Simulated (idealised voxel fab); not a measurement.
process module | voxel tone inversion
150 nm wide, 5 nm square cells: that's cross-section cut.
Think of the cross-section as a grid of square cells. We describe it in bands, top to bottom, and each band covers one or more rows of those cells. First you get the band's top height and its bottom height, in nm, and then the materials it's made of, left to right, with each width in nm. If you see a single material with "full width", that one covers the band edge to edge. "empty" is empty space. Note: height 0 marks the level under which the wafer is uniformly one material as received. Lowest band unbounded below, written "from 0 down". It should be noted that a width expressed as "30->40" varies in equal increments from row to row of cells within the band, taking the value of the first number at the top row and that of the second number at the bottom row. The designation "no change", where it is given for a processing step, indicates that no cell of the cross-section was altered in the course of that step. "Closed void catalog" means: voids of 8 cells or more that are shut off from the top with no open way through. Written width x height at distance, distance from the left edge, in nm. Post-settings text on a step line: simulator's own remark regarding the step. "overlay nm" denotes, for a step that has a mask, the displacement of the mask to the right of its planned place, with negative values corresponding to the left.

[Below is the list of planned process steps]
1: RECEIVE, material Si
2: CONFORMAL_DEP, material SiCN, thk nm 5
3: DIRECTIONAL_DEP, material polySi, thk nm 20
4: PATTERN, tone cover, mask id POSTS, material resist, width nm 15, pitch nm 30, thk nm 25, overlay nm 0
5: DIRECTIONAL_ETCH, etch materials polySi, depth nm 20
6: STRIP, etch materials resist
7: FILL_DEP, material lowk, thk nm 10
8: CMP, height nm 25
9: STRIP, etch materials polySi
10: CONFORMAL_DEP, material TiN, thk nm 5
11: FILL_DEP, material W, thk nm 5
12: CMP, height nm 25
13: CONFORMAL_DEP, material SiCN, thk nm 5

[Cross-section of the wafer upon arrival, representing the state reached after step 1]
from 0 down: Si full width
Closed void catalog: none

[Wafer at module end, in section. Began as above, planned as above, run with one mistake]
from 30 to 20: SiCN full width
from 20 to 0: polySi full width
from 0 down: Si full width
Closed void catalog: none
What was the processing mistake? step 2 ran in the slot meant for step 3, and vice versa
